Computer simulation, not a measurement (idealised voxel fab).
voxel plated lines: a process module
Square cell edge 5 nm, section width 285 nm, ID cut.
Cross-section layout: square cells on a grid; listed as bands, top to bottom; a band spans one or more cell rows. Top height, bottom height, nm. Materials left to right, width each, nm. Single material + "throughout" = fills band edge to edge. "air" = empty. Ref level 0: as-received wafer is one material below here. Bottom band extends down with no lower bound ("z 0 and below"). Think of "30->40" as a width that walks from the first number to the second as you go down the band, top row to bottom row, taking equal-sized steps from row to row. What does "no alterations made" mean for a step? It means no cell of the cross-section changed in that step. Reported under the label "Enclosed void list" are the empty spaces having no open way to the top and comprising 8 cells or more; the notation for each is width x height at distance, in which the distance is measured from the left edge and all three values are in nm. Note: text after step settings on the step line = simulator remark on that step. overlay nm: mask offset rightward from planned place, masked step; negative means leftward offset.
### Planned process steps
1) RECEIVE (material Si)
2) CONFORMAL_DEP (material SiN; thk nm 10)
3) DIRECTIONAL_DEP (material TiN; thk nm 5)
4) PATTERN (tone open; mask id LINES; material resist; width nm 20; pitch nm 60; thk nm 15; overlay nm 0)
5) EPI (material Ru; thk nm 10)
6) STRIP (etch materials resist)
7) DIRECTIONAL_ETCH (etch materials TiN; depth nm 5)
8) CONFORMAL_DEP (material SiN; thk nm 10)
For this document, wafers share an identical start and vary in the step 4 width nm; the plan quotes the first wafer's value.
### Cross-section of the first of several wafers as received (after step 1)
- z 0 and below = Si throughout
- Enclosed void list: none
### Module end state after final step 8: cross-section of the first of several wafers
- z 35 to 25 = 90 nm air; 40 nm SiN; 20 nm air; 40 nm SiN; 95 nm air
- z 25 to 20 = 90 nm air; 10 nm SiN; 20 nm Ru; 10 nm SiN; 20 nm air; 10 nm SiN; 20 nm Ru; 10 nm SiN; 95 nm air
- z 20 to 15 = 100 nm SiN; 20 nm Ru; 40 nm SiN; 20 nm Ru; 105 nm SiN
- z 15 to 10 = 100 nm SiN; 20 nm TiN; 40 nm SiN; 20 nm TiN; 105 nm SiN
- z 10 to 0 = SiN throughout
- z 0 and below = Si throughout
- Enclosed void list: none
### Cross-sectional view, end of module, last wafer of several
- z 35 to 25 = 80 nm air; 125 nm SiN; 80 nm air
- z 25 to 20 = 80 nm air; 10 nm SiN; 45 nm Ru; 15 nm SiN; 45 nm Ru; 10 nm SiN; 80 nm air
- z 20 to 15 = 90 nm SiN; 45 nm Ru; 15 nm SiN; 45 nm Ru; 90 nm SiN
- z 15 to 10 = 90 nm SiN; 45 nm TiN; 15 nm SiN; 45 nm TiN; 90 nm SiN
- z 10 to 0 = SiN throughout
- z 0 and below = Si throughout
- Enclosed void list: none
### Take any row and you have a wafer at the end of the module: how many cells of each material it has gained (+) or lost (-) since it was received, and then its closed voids
width nm 20 | +16 Ru | +252 SiN | +8 TiN | Enclosed void list: none
width nm 25 | +20 Ru | +252 SiN | +10 TiN | Enclosed void list: none
width nm 30 | +24 Ru | +252 SiN | +12 TiN | Enclosed void list: none
width nm 35 | +28 Ru | +252 SiN | +14 TiN | Enclosed void list: none
width nm 40 | +32 Ru | +252 SiN | +16 TiN | Enclosed void list: none
width nm 45 | +36 Ru | +249 SiN | +18 TiN | Enclosed void list: none
